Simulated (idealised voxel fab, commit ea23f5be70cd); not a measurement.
Proc. module: voxel wiring stack
We display cut, a cross-section 140 nm in width whose square cells are each 5 nm.
How to read a cross-section here: the picture is a grid of square cells, written as bands going from the top down, and any band can span one or more rows of cells. Read a band's entry like this: the first values are the height of its top and the height of its bottom in nm, and what follows is the sequence of materials from left to right, each with its width in nm. Note that "empty" is empty space, and that a single material marked "full width" reaches across the band from edge to edge. Note: height 0 marks the level under which the wafer is uniformly one material as received. Lowest band unbounded below, written "top 0, no bottom". Think of "30..40" as a width that walks from the first number to the second as you go down the band, top row to bottom row, taking equal-sized steps from row to row. Basically "no alterations made" means that step didn't change any cell in the cross-section. Any empty space of 8 cells or more lacking an open way to the top shows up in "Fully closed voids" as width x height at distance, distance from the left edge, in nm. Post-settings text on a step line: simulator's own remark regarding the step. "overlay nm" denotes, for a step that has a mask, the displacement of the mask to the right of its planned place, with negative values corresponding to the left.
**The steps planned for the process are as follows**
1: RECEIVE,material Si
2: CONFORMAL_DEP,material SiO2,thk nm 10
3: DIRECTIONAL_DEP,material TiN,thk nm 5
4: DIRECTIONAL_DEP,material W,thk nm 20
5: PATTERN,tone cover,mask id METAL_1,material resist,width nm 25,pitch nm 55,thk nm 15,overlay nm 0
6: DIRECTIONAL_ETCH,etch materials W,depth nm 20
7: DIRECTIONAL_ETCH,etch materials TiN,depth nm 5
8: STRIP,etch materials resist
9: CONFORMAL_DEP,material SiCN,thk nm 5
10: FILL_DEP,material lowk,thk nm 5
11: CMP,height nm 35
12: CONFORMAL_DEP,material SiCN,thk nm 5
13: DIRECTIONAL_DEP,material lowk,thk nm 20
14: PATTERN,tone open,mask id PLUG_1,material resist,width nm 15,pitch nm 55,thk nm 15,overlay nm 0
15: DIRECTIONAL_ETCH,etch materials lowk,depth nm 20
16: DIRECTIONAL_ETCH,etch materials SiCN,depth nm 5
17: STRIP,etch materials resist
18: CONFORMAL_DEP,material TiN,thk nm 5
19: FILL_DEP,material Cu,thk nm 5
20: CMP,height nm 60
21: DIRECTIONAL_DEP,material TiN,thk nm 5
22: DIRECTIONAL_DEP,material Ru,thk nm 20
23: PATTERN,tone cover,mask id METAL_2,material resist,width nm 25,pitch nm 55,thk nm 20,overlay nm 0
24: DIRECTIONAL_ETCH,etch materials Ru,depth nm 20
25: DIRECTIONAL_ETCH,etch materials TiN,depth nm 5
26: STRIP,etch materials resist
27: CONFORMAL_DEP,material SiCN,thk nm 5
28: FILL_DEP,material SiO2,thk nm 10
29: CMP,height nm 85
30: CONFORMAL_DEP,material SiCN,thk nm 5
31: DIRECTIONAL_DEP,material lowk,thk nm 35
32: DIRECTIONAL_DEP,material aC,thk nm 10
33: PATTERN,tone open,mask id METAL_3_HOLES,material resist,width nm 15,thk nm 25,overlay nm 0
34: DIRECTIONAL_ETCH,etch materials aC,depth nm 10
35: STRIP,etch materials resist
36: DIRECTIONAL_ETCH,etch materials lowk,depth nm 35
37: STRIP,etch materials aC
38: PATTERN,tone open,mask id METAL_3,material resist,width nm 25,pitch nm 55,thk nm 15,overlay nm 0
39: DIRECTIONAL_ETCH,etch materials lowk,depth nm 20
40: DIRECTIONAL_ETCH,etch materials SiCN,depth nm 5
41: STRIP,etch materials resist
42: CONFORMAL_DEP,material TiN,thk nm 5
43: FILL_DEP,material Cu,thk nm 10
44: CMP,height nm 125
45: CONFORMAL_DEP,material SiCN,thk nm 5
**On the first of the two wafers: run conducted according to plan**
**Cross-section, incoming material, after step 1**
  top 0, no bottom  Si full width
  Fully closed voids: none
**after step 2**
  top 10, bottom 0  SiO2 full width
  Whatever lies below 0 is exactly as it was before.
**after step 3**
  top 15, bottom 10  TiN full width
  Whatever lies below 10 is exactly as it was before.
**after step 4**
  top 35, bottom 15  W full width
  Whatever lies below 15 is exactly as it was before.
**after step 5**
  top 50, bottom 35  empty 30 | resist 25 | empty 30 | resist 25 | empty 30
  Whatever lies below 35 is exactly as it was before.
**after step 6**
  top 50, bottom 35  empty 30 | resist 25 | empty 30 | resist 25 | empty 30
  top 35, bottom 15  empty 30 | W 25 | empty 30 | W 25 | empty 30
  Whatever lies below 15 is exactly as it was before.
**after step 7**
  top 50, bottom 35  empty 30 | resist 25 | empty 30 | resist 25 | empty 30
  top 35, bottom 15  empty 30 | W 25 | empty 30 | W 25 | empty 30
  top 15, bottom 10  empty 30 | TiN 25 | empty 30 | TiN 25 | empty 30
  Whatever lies below 10 is exactly as it was before.
**after step 8**
  top 35, bottom 15  empty 30 | W 25 | empty 30 | W 25 | empty 30
  Whatever lies below 15 is exactly as it was before.
**after step 9**
  top 40, bottom 35  empty 25 | SiCN 35 | empty 20 | SiCN 35 | empty 25
  top 35, bottom 15  empty 25 | SiCN 5 | W 25 | SiCN 5 | empty 20 | SiCN 5 | W 25 | SiCN 5 | empty 25
  top 15, bottom 10  SiCN 30 | TiN 25 | SiCN 30 | TiN 25 | SiCN 30
  Whatever lies below 10 is exactly as it was before.
**after step 10**
  top 45, bottom 40  lowk full width
  top 40, bottom 35  lowk 25 | SiCN 35 | lowk 20 | SiCN 35 | lowk 25
  top 35, bottom 15  lowk 25 | SiCN 5 | W 25 | SiCN 5 | lowk 20 | SiCN 5 | W 25 | SiCN 5 | lowk 25
  Whatever lies below 15 is exactly as it was before.
**after step 11**
  top 35, bottom 15  lowk 25 | SiCN 5 | W 25 | SiCN 5 | lowk 20 | SiCN 5 | W 25 | SiCN 5 | lowk 25
  Whatever lies below 15 is exactly as it was before.
**after step 12**
  top 40, bottom 35  SiCN full width
  Whatever lies below 35 is exactly as it was before.
**after step 13**
  top 60, bottom 40  lowk full width
  Whatever lies below 40 is exactly as it was before.
**after step 14**
  top 75, bottom 60  resist 30 | empty 15 | resist 40 | empty 15 | resist 40
  Whatever lies below 60 is exactly as it was before.
**after step 15**
  top 75, bottom 60  resist 30 | empty 15 | resist 40 | empty 15 | resist 40
  top 60, bottom 40  lowk 30 | empty 15 | lowk 40 | empty 15 | lowk 40
  Whatever lies below 40 is exactly as it was before.
**after step 16**
  top 75, bottom 60  resist 30 | empty 15 | resist 40 | empty 15 | resist 40
  top 60, bottom 40  lowk 30 | empty 15 | lowk 40 | empty 15 | lowk 40
  top 40, bottom 35  SiCN 30 | empty 15 | SiCN 40 | empty 15 | SiCN 40
  Whatever lies below 35 is exactly as it was before.
**after step 17**
  top 60, bottom 40  lowk 30 | empty 15 | lowk 40 | empty 15 | lowk 40
  Whatever lies below 40 is exactly as it was before.
**after step 18**
  top 65, bottom 60  TiN 35 | empty 5 | TiN 50 | empty 5 | TiN 45
  top 60, bottom 40  lowk 30 | TiN 5 | empty 5 | TiN 5 | lowk 40 | TiN 5 | empty 5 | TiN 5 | lowk 40
  top 40, bottom 35  SiCN 30 | TiN 15 | SiCN 40 | TiN 15 | SiCN 40
  Whatever lies below 35 is exactly as it was before.
**after step 19**
  top 70, bottom 65  Cu full width
  top 65, bottom 60  TiN 35 | Cu 5 | TiN 50 | Cu 5 | TiN 45
  top 60, bottom 40  lowk 30 | TiN 5 | Cu 5 | TiN 5 | lowk 40 | TiN 5 | Cu 5 | TiN 5 | lowk 40
  Whatever lies below 40 is exactly as it was before.
**after step 20**
  top 60, bottom 40  lowk 30 | TiN 5 | Cu 5 | TiN 5 | lowk 40 | TiN 5 | Cu 5 | TiN 5 | lowk 40
  Whatever lies below 40 is exactly as it was before.
**after step 21**
  top 65, bottom 60  TiN full width
  Whatever lies below 60 is exactly as it was before.
**after step 22**
  top 85, bottom 65  Ru full width
  Whatever lies below 65 is exactly as it was before.
**after step 23**
  top 105, bottom 85  empty 30 | resist 25 | empty 30 | resist 25 | empty 30
  Whatever lies below 85 is exactly as it was before.
**after step 24**
  top 105, bottom 85  empty 30 | resist 25 | empty 30 | resist 25 | empty 30
  top 85, bottom 65  empty 30 | Ru 25 | empty 30 | Ru 25 | empty 30
  Whatever lies below 65 is exactly as it was before.
**after step 25**
  top 105, bottom 85  empty 30 | resist 25 | empty 30 | resist 25 | empty 30
  top 85, bottom 65  empty 30 | Ru 25 | empty 30 | Ru 25 | empty 30
  top 65, bottom 60  empty 30 | TiN 25 | empty 30 | TiN 25 | empty 30
  Whatever lies below 60 is exactly as it was before.
**after step 26**
  top 85, bottom 65  empty 30 | Ru 25 | empty 30 | Ru 25 | empty 30
  Whatever lies below 65 is exactly as it was before.
**after step 27**
  top 90, bottom 85  empty 25 | SiCN 35 | empty 20 | SiCN 35 | empty 25
  top 85, bottom 65  empty 25 | SiCN 5 | Ru 25 | SiCN 5 | empty 20 | SiCN 5 | Ru 25 | SiCN 5 | empty 25
  top 65, bottom 60  SiCN 30 | TiN 25 | SiCN 30 | TiN 25 | SiCN 30
  Whatever lies below 60 is exactly as it was before.
**after step 28**
  top 100, bottom 90  SiO2 full width
  top 90, bottom 85  SiO2 25 | SiCN 35 | SiO2 20 | SiCN 35 | SiO2 25
  top 85, bottom 65  SiO2 25 | SiCN 5 | Ru 25 | SiCN 5 | SiO2 20 | SiCN 5 | Ru 25 | SiCN 5 | SiO2 25
  Whatever lies below 65 is exactly as it was before.
**after step 29**
  top 85, bottom 65  SiO2 25 | SiCN 5 | Ru 25 | SiCN 5 | SiO2 20 | SiCN 5 | Ru 25 | SiCN 5 | SiO2 25
  Whatever lies below 65 is exactly as it was before.
**after step 30**
  top 90, bottom 85  SiCN full width
  Whatever lies below 85 is exactly as it was before.
**after step 31**
  top 125, bottom 90  lowk full width
  Whatever lies below 90 is exactly as it was before.
**after step 32**
  top 135, bottom 125  aC full width
  Whatever lies below 125 is exactly as it was before.
**after step 33**
  top 160, bottom 135  resist 30 | empty 15 | resist 95
  Whatever lies below 135 is exactly as it was before.
**after step 34**
  top 150, bottom 135  resist 30 | empty 15 | resist 95
  top 135, bottom 125  aC 30 | empty 15 | aC 95
  Whatever lies below 125 is exactly as it was before.
**after step 35**
  top 135, bottom 125  aC 30 | empty 15 | aC 95
  Whatever lies below 125 is exactly as it was before.
**after step 36**
  top 135, bottom 125  aC 30 | empty 15 | aC 95
  top 125, bottom 90  lowk 30 | empty 15 | lowk 95
  Whatever lies below 90 is exactly as it was before.
**after step 37**
  top 125, bottom 90  lowk 30 | empty 15 | lowk 95
  Whatever lies below 90 is exactly as it was before.
**after step 38**
  top 140, bottom 125  resist 30 | empty 25 | resist 30 | empty 25 | resist 30
  Whatever lies below 125 is exactly as it was before.
**after step 39**
  top 140, bottom 125  resist 30 | empty 25 | resist 30 | empty 25 | resist 30
  top 125, bottom 105  lowk 30 | empty 25 | lowk 30 | empty 25 | lowk 30
  Whatever lies below 105 is exactly as it was before.
**after step 40**
  top 140, bottom 125  resist 30 | empty 25 | resist 30 | empty 25 | resist 30
  top 125, bottom 105  lowk 30 | empty 25 | lowk 30 | empty 25 | lowk 30
  top 105, bottom 90  lowk 30 | empty 15 | lowk 95
  top 90, bottom 85  SiCN 30 | empty 15 | SiCN 95
  Whatever lies below 85 is exactly as it was before.
**after step 41**
  top 125, bottom 105  lowk 30 | empty 25 | lowk 30 | empty 25 | lowk 30
  Whatever lies below 105 is exactly as it was before.
**after step 42**
  top 130, bottom 125  TiN 35 | empty 15 | TiN 40 | empty 15 | TiN 35
  top 125, bottom 110  lowk 30 | TiN 5 | empty 15 | TiN 5 | lowk 30 | TiN 5 | empty 15 | TiN 5 | lowk 30
  top 110, bottom 105  lowk 30 | TiN 5 | empty 5 | TiN 15 | lowk 30 | TiN 25 | lowk 30
  top 105, bottom 90  lowk 30 | TiN 5 | empty 5 | TiN 5 | lowk 95
  top 90, bottom 85  SiCN 30 | TiN 15 | SiCN 95
  Whatever lies below 85 is exactly as it was before.
**after step 43**
  top 140, bottom 130  Cu full width
  top 130, bottom 125  TiN 35 | Cu 15 | TiN 40 | Cu 15 | TiN 35
  top 125, bottom 110  lowk 30 | TiN 5 | Cu 15 | TiN 5 | lowk 30 | TiN 5 | Cu 15 | TiN 5 | lowk 30
  top 110, bottom 105  lowk 30 | TiN 5 | Cu 5 | TiN 15 | lowk 30 | TiN 25 | lowk 30
  top 105, bottom 90  lowk 30 | TiN 5 | Cu 5 | TiN 5 | lowk 95
  Whatever lies below 90 is exactly as it was before.
**after step 44**
  top 125, bottom 110  lowk 30 | TiN 5 | Cu 15 | TiN 5 | lowk 30 | TiN 5 | Cu 15 | TiN 5 | lowk 30
  Whatever lies below 110 is exactly as it was before.
**after step 45**
  top 130, bottom 125  SiCN full width
  Whatever lies below 125 is exactly as it was before.
**The Second Wafer: Common Origin and Plan, One Mistake in Execution, Identical to the First Through Step 38**
**What the second wafer looks like in cross-section when step 39 should have wrapped up**
  top 140, bottom 125  resist 30 | empty 25 | resist 30 | empty 25 | resist 30
  top 125, bottom 90  lowk 30 | empty 25 | lowk 30 | empty 25 | lowk 30
  Whatever lies below 90 is exactly as it was before.
**What the second wafer looks like in cross-section when step 40 should have wrapped up**
  top 140, bottom 125  resist 30 | empty 25 | resist 30 | empty 25 | resist 30
  top 125, bottom 90  lowk 30 | empty 25 | lowk 30 | empty 25 | lowk 30
  top 90, bottom 85  SiCN 30 | empty 25 | SiCN 30 | empty 25 | SiCN 30
  Whatever lies below 85 is exactly as it was before.
**What the second wafer looks like in cross-section when step 41 should have wrapped up**
  top 125, bottom 90  lowk 30 | empty 25 | lowk 30 | empty 25 | lowk 30
  Whatever lies below 90 is exactly as it was before.
**What the second wafer looks like in cross-section when step 42 should have wrapped up**
  top 130, bottom 125  TiN 35 | empty 15 | TiN 40 | empty 15 | TiN 35
  top 125, bottom 90  lowk 30 | TiN 5 | empty 15 | TiN 5 | lowk 30 | TiN 5 | empty 15 | TiN 5 | lowk 30
  top 90, bottom 85  SiCN 30 | TiN 25 | SiCN 30 | TiN 25 | SiCN 30
  Whatever lies below 85 is exactly as it was before.
**What the second wafer looks like in cross-section when step 43 should have wrapped up**
  top 140, bottom 130  Cu full width
  top 130, bottom 125  TiN 35 | Cu 15 | TiN 40 | Cu 15 | TiN 35
  top 125, bottom 90  lowk 30 | TiN 5 | Cu 15 | TiN 5 | lowk 30 | TiN 5 | Cu 15 | TiN 5 | lowk 30
  Whatever lies below 90 is exactly as it was before.
**What the second wafer looks like in cross-section when step 44 should have wrapped up**
  top 125, bottom 90  lowk 30 | TiN 5 | Cu 15 | TiN 5 | lowk 30 | TiN 5 | Cu 15 | TiN 5 | lowk 30
  Whatever lies below 90 is exactly as it was before.
**What the second wafer looks like in cross-section when step 45 should have wrapped up**
  top 130, bottom 125  SiCN full width
  Whatever lies below 125 is exactly as it was before.
Heads up, the wafer didn't run the way we planned it: twice over, step 39 of the plan was run
The second wafer ends with more or fewer cells of some materials than the first, per final count: Cu: 20 more; SiCN: 7 fewer; TiN: 8 more; lowk: 21 fewer
